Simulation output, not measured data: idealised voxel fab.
process module | voxel capacitor over wiring
cross-section cut | 210 nm wide | cells 5 nm
A cross-section is a grid of square cells, given in bands from the top down. A band is one or more rows of cells.
Each band's line starts with the height of the band's top and of its bottom, in nm. Then come its materials from left to right, each with its width in nm. One material with "throughout" fills the band from edge to edge. "air" is empty space.
Height 0 is the level under which the wafer as received is all one material. The lowest band goes on downwards, as in "0 down".
A width such as "30 to 40" changes by the same amount from each row of cells to the next, from the band's top row to its bottom row.
"no change" after a step means that no cell of the cross-section changed.
closed voids: empty space of 8 cells or more with no open way to the top, each as width x height at its distance from the left edge, in nm
after a step's settings: what the simulator itself notes on the step
overlay nm, on a step with a mask: how far to the right of its planned place the mask lay; to the left if negative
plan
1 op RECEIVE | material Si
2 op CONFORMAL_DEP | material SiO2 | thk nm 10
3 op CONFORMAL_DEP | material SiCN | thk nm 5
4 op DIRECTIONAL_DEP | material SiO2 | thk nm 25
5 op PATTERN | tone open | mask id METAL_1 | material resist | width nm 25 | pitch nm 80 | thk nm 20 | overlay nm 0
6 op DIRECTIONAL_ETCH | etch materials SiO2 | depth nm 25
7 op DIRECTIONAL_ETCH | etch materials SiCN | depth nm 5
8 op STRIP | etch materials resist
9 op CONFORMAL_DEP | material TiN | thk nm 5
10 op FILL_DEP | material Ru | thk nm 10
11 op CMP | height nm 40
12 op CONFORMAL_DEP | material SiCN | thk nm 5
13 op DIRECTIONAL_DEP | material lowk | thk nm 15
14 op PATTERN | tone open | mask id PLUG_1 | material resist | width nm 15 | thk nm 15 | overlay nm 0
15 op DIRECTIONAL_ETCH | etch materials lowk | depth nm 15
16 op DIRECTIONAL_ETCH | etch materials SiCN | depth nm 5
17 op STRIP | etch materials resist
18 op EPI | material Ru | thk nm 10
19 op EPI | material Ru | thk nm 10
20 op DIRECTIONAL_DEP | material TiN | thk nm 10
21 op DIRECTIONAL_DEP | material Al2O3 | thk nm 5
22 op DIRECTIONAL_DEP | material TiN | thk nm 10
23 op DIRECTIONAL_DEP | material aC | thk nm 10
24 op PATTERN | tone cover | mask id UPPER_PLATE | material resist | width nm 60 | thk nm 25 | overlay nm 0
25 op DIRECTIONAL_ETCH | etch materials aC | depth nm 10
26 op STRIP | etch materials resist
27 op DIRECTIONAL_ETCH | etch materials TiN | depth nm 10
28 op DIRECTIONAL_ETCH | etch materials Al2O3 | depth nm 5
29 op STRIP | etch materials aC
30 op DIRECTIONAL_DEP | material aC | thk nm 15
31 op PATTERN | tone cover | mask id LOWER_PLATE | material resist | width nm 70 | thk nm 30 | overlay nm 0
32 op DIRECTIONAL_ETCH | etch materials aC | depth nm 15
33 op STRIP | etch materials resist
34 op DIRECTIONAL_ETCH | etch materials TiN | depth nm 10
35 op STRIP | etch materials aC
36 op FILL_DEP | material SiO2 | thk nm 15
37 op CMP | height nm 95
38 op DIRECTIONAL_DEP | material aC | thk nm 10
39 op PATTERN | tone open | mask id PLUG_2 | material resist | width nm 15 | thk nm 25 | overlay nm 0
40 op DIRECTIONAL_ETCH | etch materials aC | depth nm 10
41 op STRIP | etch materials resist
42 op DIRECTIONAL_ETCH | etch materials SiO2 | depth nm 10
43 op STRIP | etch materials aC
44 op CONFORMAL_DEP | material TiN | thk nm 5
45 op FILL_DEP | material Cu | thk nm 5
46 op CMP | height nm 95
47 op CONFORMAL_DEP | material SiN | thk nm 5
first wafer, as planned
as received, after step 1
  0 down: Si throughout
  closed voids: none
after step 2
  10 to 0: SiO2 throughout
  below 0: unchanged
after step 3
  15 to 10: SiCN throughout
  below 10: unchanged
after step 4
  40 to 15: SiO2 throughout
  below 15: unchanged
after step 5
  60 to 40: resist 50 | air 25 | resist 55 | air 25 | resist 55
  below 40: unchanged
after step 6
  60 to 40: resist 50 | air 25 | resist 55 | air 25 | resist 55
  40 to 15: SiO2 50 | air 25 | SiO2 55 | air 25 | SiO2 55
  below 15: unchanged
after step 7
  60 to 40: resist 50 | air 25 | resist 55 | air 25 | resist 55
  40 to 15: SiO2 50 | air 25 | SiO2 55 | air 25 | SiO2 55
  15 to 10: SiCN 50 | air 25 | SiCN 55 | air 25 | SiCN 55
  below 10: unchanged
after step 8
  40 to 15: SiO2 50 | air 25 | SiO2 55 | air 25 | SiO2 55
  below 15: unchanged
after step 9
  45 to 40: TiN 55 | air 15 | TiN 65 | air 15 | TiN 60
  40 to 15: SiO2 50 | TiN 5 | air 15 | TiN 5 | SiO2 55 | TiN 5 | air 15 | TiN 5 | SiO2 55
  15 to 10: SiCN 50 | TiN 25 | SiCN 55 | TiN 25 | SiCN 55
  below 10: unchanged
after step 10
  55 to 45: Ru throughout
  45 to 40: TiN 55 | Ru 15 | TiN 65 | Ru 15 | TiN 60
  40 to 15: SiO2 50 | TiN 5 | Ru 15 | TiN 5 | SiO2 55 | TiN 5 | Ru 15 | TiN 5 | SiO2 55
  below 15: unchanged
after step 11
  40 to 15: SiO2 50 | TiN 5 | Ru 15 | TiN 5 | SiO2 55 | TiN 5 | Ru 15 | TiN 5 | SiO2 55
  below 15: unchanged
after step 12
  45 to 40: SiCN throughout
  below 40: unchanged
after step 13
  60 to 45: lowk throughout
  below 45: unchanged
after step 14
  75 to 60: resist 60 | air 15 | resist 135
  below 60: unchanged
after step 15
  75 to 60: resist 60 | air 15 | resist 135
  60 to 45: lowk 60 | air 15 | lowk 135
  below 45: unchanged
after step 16
  75 to 60: resist 60 | air 15 | resist 135
  60 to 45: lowk 60 | air 15 | lowk 135
  45 to 40: SiCN 60 | air 15 | SiCN 135
  below 40: unchanged
after step 17
  60 to 45: lowk 60 | air 15 | lowk 135
  below 45: unchanged
after step 18
  60 to 50: lowk 60 | air 15 | lowk 135
  50 to 45: lowk 60 | Ru 15 | lowk 135
  45 to 40: SiCN 60 | Ru 15 | SiCN 135
  below 40: unchanged
after step 19
  60 to 45: lowk 60 | Ru 15 | lowk 135
  below 45: unchanged
after step 20
  70 to 60: TiN throughout
  below 60: unchanged
after step 21
  75 to 70: Al2O3 throughout
  below 70: unchanged
after step 22
  85 to 75: TiN throughout
  below 75: unchanged
after step 23
  95 to 85: aC throughout
  below 85: unchanged
after step 24
  120 to 95: air 60 | resist 60 | air 90
  below 95: unchanged
after step 25
  110 to 95: air 60 | resist 60 | air 90
  95 to 85: air 60 | aC 60 | air 90
  below 85: unchanged
after step 26
  95 to 85: air 60 | aC 60 | air 90
  below 85: unchanged
after step 27
  95 to 85: air 60 | aC 60 | air 90
  85 to 75: air 60 | TiN 60 | air 90
  below 75: unchanged
after step 28
  95 to 85: air 60 | aC 60 | air 90
  85 to 75: air 60 | TiN 60 | air 90
  75 to 70: air 60 | Al2O3 60 | air 90
  below 70: unchanged
after step 29
  85 to 75: air 60 | TiN 60 | air 90
  below 75: unchanged
after step 30
  100 to 85: air 60 | aC 60 | air 90
  85 to 75: aC 60 | TiN 60 | aC 90
  75 to 70: aC 60 | Al2O3 60 | aC 90
  below 70: unchanged
after step 31
  130 to 100: air 55 | resist 70 | air 85
  100 to 85: air 55 | resist 5 | aC 60 | resist 5 | air 85
  below 85: unchanged
after step 32
  115 to 100: air 55 | resist 70 | air 85
  100 to 85: air 55 | resist 5 | aC 60 | resist 5 | air 85
  85 to 75: air 55 | aC 5 | TiN 60 | aC 5 | air 85
  75 to 70: air 55 | aC 5 | Al2O3 60 | aC 5 | air 85
  below 70: unchanged
after step 33
  100 to 85: air 60 | aC 60 | air 90
  below 85: unchanged
after step 34
  100 to 85: air 60 | aC 60 | air 90
  85 to 75: air 55 | aC 5 | TiN 60 | aC 5 | air 85
  75 to 70: air 55 | aC 5 | Al2O3 60 | aC 5 | air 85
  70 to 60: air 55 | TiN 70 | air 85
  below 60: unchanged
after step 35
  85 to 75: air 60 | TiN 60 | air 90
  75 to 70: air 60 | Al2O3 60 | air 90
  below 70: unchanged
after step 36
  100 to 85: SiO2 throughout
  85 to 75: SiO2 60 | TiN 60 | SiO2 90
  75 to 70: SiO2 60 | Al2O3 60 | SiO2 90
  70 to 60: SiO2 55 | TiN 70 | SiO2 85
  below 60: unchanged
after step 37
  95 to 85: SiO2 throughout
  below 85: unchanged
after step 38
  105 to 95: aC throughout
  below 95: unchanged
after step 39
  130 to 105: resist 70 | air 15 | resist 125
  below 105: unchanged
after step 40
  120 to 105: resist 70 | air 15 | resist 125
  105 to 95: aC 70 | air 15 | aC 125
  below 95: unchanged
after step 41
  105 to 95: aC 70 | air 15 | aC 125
  below 95: unchanged
after step 42
  105 to 95: aC 70 | air 15 | aC 125
  95 to 85: SiO2 70 | air 15 | SiO2 125
  below 85: unchanged
after step 43
  95 to 85: SiO2 70 | air 15 | SiO2 125
  below 85: unchanged
after step 44
  100 to 95: TiN 75 | air 5 | TiN 130
  95 to 90: SiO2 70 | TiN 5 | air 5 | TiN 5 | SiO2 125
  90 to 85: SiO2 70 | TiN 15 | SiO2 125
  below 85: unchanged
after step 45
  105 to 100: Cu throughout
  100 to 95: TiN 75 | Cu 5 | TiN 130
  95 to 90: SiO2 70 | TiN 5 | Cu 5 | TiN 5 | SiO2 125
  below 90: unchanged
after step 46
  95 to 90: SiO2 70 | TiN 5 | Cu 5 | TiN 5 | SiO2 125
  below 90: unchanged
after step 47
  100 to 95: SiN throughout
  below 95: unchanged
second wafer: like start, like plan, one mistake. Through step 17 it matches the first wafer
when step 19 should have ended
  70 to 60: air 50 | Ru 35 | air 125
  60 to 45: lowk 60 | Ru 15 | lowk 135
  45 to 40: SiCN 60 | Ru 15 | SiCN 135
  below 40: unchanged
when step 20 should have ended
  80 to 70: air 50 | TiN 35 | air 125
  70 to 60: TiN 50 | Ru 35 | TiN 125
  below 60: unchanged
when step 21 should have ended
  85 to 80: air 50 | Al2O3 35 | air 125
  80 to 75: air 50 | TiN 35 | air 125
  75 to 70: Al2O3 50 | TiN 35 | Al2O3 125
  below 70: unchanged
when step 22 should have ended
  95 to 85: air 50 | TiN 35 | air 125
  85 to 80: TiN 50 | Al2O3 35 | TiN 125
  80 to 75: TiN throughout
  below 75: unchanged
when step 23 should have ended
  105 to 95: air 50 | aC 35 | air 125
  95 to 85: aC 50 | TiN 35 | aC 125
  below 85: unchanged
when step 24 should have ended
  130 to 105: air 60 | resist 60 | air 90
  105 to 95: air 50 | aC 35 | resist 35 | air 90
  below 95: unchanged
when step 25 should have ended
  120 to 105: air 60 | resist 60 | air 90
  105 to 95: air 60 | aC 25 | resist 35 | air 90
  95 to 85: air 50 | TiN 35 | aC 35 | air 90
  below 85: unchanged
when step 26 should have ended
  105 to 95: air 60 | aC 25 | air 125
  below 95: unchanged
when step 27 should have ended
  105 to 95: air 60 | aC 25 | air 125
  95 to 85: air 60 | TiN 25 | aC 35 | air 90
  85 to 80: air 50 | Al2O3 35 | TiN 35 | air 90
  80 to 75: air 50 | TiN 70 | air 90
  below 75: unchanged
when step 28 should have ended
  105 to 95: air 60 | aC 25 | air 125
  95 to 85: air 60 | TiN 25 | aC 35 | air 90
  85 to 80: air 60 | Al2O3 25 | TiN 35 | air 90
  80 to 75: air 50 | TiN 70 | air 90
  75 to 70: air 50 | TiN 35 | Al2O3 35 | air 90
  below 70: unchanged
when step 29 should have ended
  95 to 85: air 60 | TiN 25 | air 125
  below 85: unchanged
when step 30 should have ended
  110 to 100: air 60 | aC 25 | air 125
  100 to 95: air 60 | aC 60 | air 90
  95 to 85: air 50 | aC 10 | TiN 25 | aC 35 | air 90
  85 to 80: aC 60 | Al2O3 25 | TiN 35 | aC 90
  80 to 75: aC 50 | TiN 70 | aC 90
  75 to 70: aC 50 | TiN 35 | Al2O3 35 | aC 90
  below 70: unchanged
when step 31 should have ended
  140 to 110: air 55 | resist 70 | air 85
  110 to 100: air 55 | resist 5 | aC 25 | resist 40 | air 85
  100 to 95: air 55 | resist 5 | aC 60 | resist 5 | air 85
  95 to 85: air 50 | aC 10 | TiN 25 | aC 35 | resist 5 | air 85
  below 85: unchanged
when step 32 should have ended
  125 to 110: air 55 | resist 70 | air 85
  110 to 100: air 55 | resist 5 | aC 25 | resist 40 | air 85
  100 to 95: air 55 | resist 5 | aC 60 | resist 5 | air 85
  95 to 85: air 55 | aC 5 | TiN 25 | aC 35 | resist 5 | air 85
  85 to 80: air 55 | aC 5 | Al2O3 25 | TiN 35 | aC 5 | air 85
  80 to 75: air 50 | TiN 70 | aC 5 | air 85
  75 to 70: air 50 | TiN 35 | Al2O3 35 | aC 5 | air 85
  below 70: unchanged
when step 33 should have ended
  110 to 100: air 60 | aC 25 | air 125
  100 to 95: air 60 | aC 60 | air 90
  95 to 85: air 55 | aC 5 | TiN 25 | aC 35 | air 90
  below 85: unchanged
when step 34 should have ended
  110 to 100: air 60 | aC 25 | air 125
  100 to 95: air 60 | aC 60 | air 90
  95 to 85: air 55 | aC 5 | TiN 25 | aC 35 | air 90
  85 to 80: air 55 | aC 5 | Al2O3 25 | TiN 35 | aC 5 | air 85
  80 to 75: air 55 | TiN 65 | aC 5 | air 85
  75 to 70: air 55 | TiN 30 | Al2O3 35 | aC 5 | air 85
  70 to 60: air 50 | Ru 35 | TiN 40 | air 85
  below 60: unchanged
when step 35 should have ended
  95 to 85: air 60 | TiN 25 | air 125
  85 to 80: air 60 | Al2O3 25 | TiN 35 | air 90
  80 to 75: air 55 | TiN 65 | air 90
  75 to 70: air 55 | TiN 30 | Al2O3 35 | air 90
  below 70: unchanged
when step 36 should have ended
  110 to 95: SiO2 throughout
  95 to 85: SiO2 60 | TiN 25 | SiO2 125
  85 to 80: SiO2 60 | Al2O3 25 | TiN 35 | SiO2 90
  80 to 75: SiO2 55 | TiN 65 | SiO2 90
  75 to 70: SiO2 55 | TiN 30 | Al2O3 35 | SiO2 90
  70 to 60: SiO2 50 | Ru 35 | TiN 40 | SiO2 85
  below 60: unchanged
when step 37 should have ended
  95 to 85: SiO2 60 | TiN 25 | SiO2 125
  below 85: unchanged
when step 38 should have ended
  105 to 95: aC throughout
  below 95: unchanged
when step 39 should have ended
  130 to 105: resist 70 | air 15 | resist 125
  below 105: unchanged
when step 40 should have ended
  120 to 105: resist 70 | air 15 | resist 125
  105 to 95: aC 70 | air 15 | aC 125
  below 95: unchanged
when step 41 should have ended
  105 to 95: aC 70 | air 15 | aC 125
  below 95: unchanged
when step 42 should have ended: no change
when step 43 should have ended
  95 to 85: SiO2 60 | TiN 25 | SiO2 125
  below 85: unchanged
when step 44 should have ended
  100 to 95: TiN throughout
  below 95: unchanged
when step 45 should have ended
  105 to 100: Cu throughout
  below 100: unchanged
when step 46 should have ended
  95 to 85: SiO2 60 | TiN 25 | SiO2 125
  below 85: unchanged
when step 47 should have ended
  100 to 95: SiN throughout
  below 95: unchanged
what went wrong: one of the steps 18 and 19, which are alike, was run twice
at the end the second wafer has, in cells: 1 fewer of Cu | 14 more of Ru | 8 fewer of SiO2 | 5 fewer of TiN
